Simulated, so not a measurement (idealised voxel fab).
Herein follows the process module entitled voxel double patterning.
Cross-section cut: width 235 nm, square cells of 5 nm.
Square cells in a grid make up a cross-section in this document, and the grid is given as bands, listed from the top down, each one or more rows of cells. A band entry consists of two parts. The first gives the height of the band's top and the height of its bottom, in nm. The rest lists the band's materials from left to right, each with its width in nm. A single material labelled with the word "edge to edge" fills the band from edge to edge, and the word "air" marks empty space. The level at which height equals 0 is the one under which the wafer, as it arrives, is entirely one material. No lower edge exists for the bottom band, which continues downward and is notated as in "top 0, no bottom". Graded width ("30->40"): value in top row of band = first number; value in bottom row = second number; row-to-row change constant. What does "remained the same" mean for a step? It means no cell of the cross-section changed in that step. Voids not open to the top, 8 cells minimum: see "Completely enclosed voids". Written width x height at distance; distance is from the left edge; nm. Heads up: the bit after the settings on a step's line is the simulator's remark on that step. "overlay nm" on a masked step: distance the mask lay right of its planned place, negative for left.
Process steps (planned)
| 1 | op RECEIVE | material Si |
| 2 | op CONFORMAL_DEP | material SiO2 | thk nm 10 |
| 3 | op DIRECTIONAL_DEP | material W | thk nm 15 |
| 4 | op DIRECTIONAL_DEP | material SiN | thk nm 5 |
| 5 | op PATTERN | tone open | mask id FIRST | material resist | width nm 15 | pitch nm 50 | thk nm 20 | overlay nm 0 |
| 6 | op DIRECTIONAL_ETCH | etch materials SiN | depth nm 5 |
| 7 | op STRIP | etch materials resist |
| 8 | op MASKED_ETCH | tone open | mask id SECOND | width nm 15 | etch materials SiN | depth nm 5 | overlay nm 0 |
| 9 | op DIRECTIONAL_ETCH | etch materials W | depth nm 15 |
| 10 | op STRIP | etch materials SiN |
Cross-sectional view of the wafer in its as-received condition, corresponding to the state after step 1
* top 0, no bottom = Si edge to edge
* Completely enclosed voids: none
first wafer at the end, as planned
* top 25, bottom 10 = W (85) / air (15) / W (10) / air (15) / W (10) / air (15) / W (85)
* top 10, bottom 0 = SiO2 edge to edge
* top 0, no bottom = Si edge to edge
* Completely enclosed voids: none
This cross-section belongs to the second wafer of two at the end of the module; the start and the plan were shared with the first, and the run included one mistake
* top 25, bottom 0 = SiO2 edge to edge
* top 0, no bottom = Si edge to edge
* Completely enclosed voids: none
What was done differently from what was planned? step 3 went in with a setting other than planned; the actual run was op DIRECTIONAL_DEP | material SiO2 | thk nm 15
Cell-count delta at end, second wafer over first, by material: +141 SiO2; -114 W
